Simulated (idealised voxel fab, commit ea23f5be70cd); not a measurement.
process module | voxel capacitor over wiring
cross-section cut | 170 nm wide | cells 5 nm
A cross-section is a grid of square cells, given in bands from the top down. A band is one or more rows of cells.
Each band's line starts with the height of the band's top and of its bottom, in nm. Then come its materials from left to right, each with its width in nm. One material with "throughout" fills the band from edge to edge. "air" is empty space.
Height 0 is the level under which the wafer as received is all one material. The lowest band goes on downwards, as in "0 down".
A width such as "30 to 40" changes by the same amount from each row of cells to the next, from the band's top row to its bottom row.
"no change" after a step means that no cell of the cross-section changed.
closed voids: empty space of 8 cells or more with no open way to the top, each as width x height at its distance from the left edge, in nm
after a step's settings: what the simulator itself notes on the step
overlay nm, on a step with a mask: how far to the right of its planned place the mask lay; to the left if negative
plan
1 op RECEIVE | material Si
2 op CONFORMAL_DEP | material SiO2 | thk nm 10
3 op CONFORMAL_DEP | material SiN | thk nm 5
4 op DIRECTIONAL_DEP | material SiO2 | thk nm 15
5 op PATTERN | tone open | mask id METAL_1 | material resist | width nm 30 | pitch nm 95 | thk nm 15 | overlay nm 0
6 op DIRECTIONAL_ETCH | etch materials SiO2 | depth nm 15
7 op DIRECTIONAL_ETCH | etch materials SiN | depth nm 5
8 op STRIP | etch materials resist
9 op CONFORMAL_DEP | material TiN | thk nm 5
10 op FILL_DEP | material Cu | thk nm 5
11 op CMP | height nm 30
12 op CONFORMAL_DEP | material SiCN | thk nm 5
13 op DIRECTIONAL_DEP | material SiO2 | thk nm 10
14 op DIRECTIONAL_DEP | material aC | thk nm 10
15 op PATTERN | tone open | mask id PLUG_1 | material resist | width nm 15 | thk nm 25 | overlay nm 0
16 op DIRECTIONAL_ETCH | etch materials aC | depth nm 10
17 op STRIP | etch materials resist
18 op DIRECTIONAL_ETCH | etch materials SiO2 | depth nm 10
19 op DIRECTIONAL_ETCH | etch materials SiCN | depth nm 5
20 op STRIP | etch materials aC
21 op CONFORMAL_DEP | material TiN | thk nm 5
22 op FILL_DEP | material Ru | thk nm 5
23 op CMP | height nm 45
24 op DIRECTIONAL_DEP | material TiN | thk nm 10
25 op DIRECTIONAL_DEP | material HfO2 | thk nm 5
26 op DIRECTIONAL_DEP | material TiN | thk nm 10
27 op MASKED_ETCH | tone cover | mask id UPPER_PLATE | width nm 70 | etch materials TiN | depth nm 10 | overlay nm 0
28 op MASKED_ETCH | tone cover | mask id UPPER_PLATE | width nm 70 | etch materials HfO2 | depth nm 5 | overlay nm 0
29 op DIRECTIONAL_DEP | material aC | thk nm 15
30 op PATTERN | tone cover | mask id LOWER_PLATE | material resist | width nm 80 | thk nm 30 | overlay nm 0
31 op DIRECTIONAL_ETCH | etch materials aC | depth nm 15
32 op STRIP | etch materials resist
33 op DIRECTIONAL_ETCH | etch materials TiN | depth nm 10
34 op STRIP | etch materials aC
35 op FILL_DEP | material SiO2 | thk nm 15
36 op CMP | height nm 80
37 op PATTERN | tone open | mask id PLUG_2 | material resist | width nm 15 | thk nm 15 | overlay nm -15
38 op DIRECTIONAL_ETCH | etch materials SiO2 | depth nm 10
39 op STRIP | etch materials resist
40 op CONFORMAL_DEP | material TiN | thk nm 5
41 op FILL_DEP | material Ru | thk nm 10
42 op CMP | height nm 80
43 op CONFORMAL_DEP | material SiCN | thk nm 5
varied across the wafers: overlay nm of step 37. The plan shows the first wafer's value. All wafers start alike
first wafer as received, after step 1
  0 down: Si throughout
  closed voids: none
first wafer at the end, after step 43
  85 to 80: SiCN throughout
  80 to 75: SiO2 30 | TiN 5 | Ru 5 | TiN 5 | SiO2 125
  75 to 70: SiO2 30 | TiN 15 | SiO2 125
  70 to 60: SiO2 35 | TiN 70 | SiO2 65
  60 to 55: SiO2 35 | HfO2 70 | SiO2 65
  55 to 45: SiO2 30 | TiN 80 | SiO2 60
  45 to 35: SiO2 35 | TiN 5 | Ru 5 | TiN 5 | SiO2 120
  35 to 30: SiCN 35 | TiN 15 | SiCN 120
  30 to 15: SiO2 20 | TiN 5 | Cu 20 | TiN 5 | SiO2 65 | TiN 5 | Cu 20 | TiN 5 | SiO2 25
  15 to 10: SiN 20 | TiN 30 | SiN 65 | TiN 30 | SiN 25
  10 to 0: SiO2 throughout
  0 down: Si throughout
  closed voids: none
last wafer at the end
  85 to 80: SiCN throughout
  80 to 75: SiO2 60 | TiN 5 | Ru 5 | TiN 5 | SiO2 95
  75 to 70: SiO2 60 | TiN 15 | SiO2 95
  70 to 60: SiO2 35 | TiN 70 | SiO2 65
  60 to 55: SiO2 35 | HfO2 70 | SiO2 65
  55 to 45: SiO2 30 | TiN 80 | SiO2 60
  45 to 35: SiO2 35 | TiN 5 | Ru 5 | TiN 5 | SiO2 120
  35 to 30: SiCN 35 | TiN 15 | SiCN 120
  30 to 15: SiO2 20 | TiN 5 | Cu 20 | TiN 5 | SiO2 65 | TiN 5 | Cu 20 | TiN 5 | SiO2 25
  15 to 10: SiN 20 | TiN 30 | SiN 65 | TiN 30 | SiN 25
  10 to 0: SiO2 throughout
  0 down: Si throughout
  closed voids: none
each wafer at the end: cells of each material gained (+) or lost (-) since it was received, then its closed voids
overlay nm -15 | +24 Cu | +14 HfO2 | +3 Ru | +65 SiCN | +22 SiN | +354 SiO2 | +96 TiN | closed voids: none
overlay nm -10 | +24 Cu | +14 HfO2 | +3 Ru | +65 SiCN | +22 SiN | +354 SiO2 | +96 TiN | closed voids: none
overlay nm -5 | +24 Cu | +14 HfO2 | +3 Ru | +65 SiCN | +22 SiN | +354 SiO2 | +96 TiN | closed voids: none
overlay nm 0 | +24 Cu | +14 HfO2 | +3 Ru | +65 SiCN | +22 SiN | +354 SiO2 | +96 TiN | closed voids: none
overlay nm 5 | +24 Cu | +14 HfO2 | +3 Ru | +65 SiCN | +22 SiN | +354 SiO2 | +96 TiN | closed voids: none
overlay nm 10 | +24 Cu | +14 HfO2 | +3 Ru | +65 SiCN | +22 SiN | +354 SiO2 | +96 TiN | closed voids: none
overlay nm 15 | +24 Cu | +14 HfO2 | +3 Ru | +65 SiCN | +22 SiN | +354 SiO2 | +96 TiN | closed voids: none
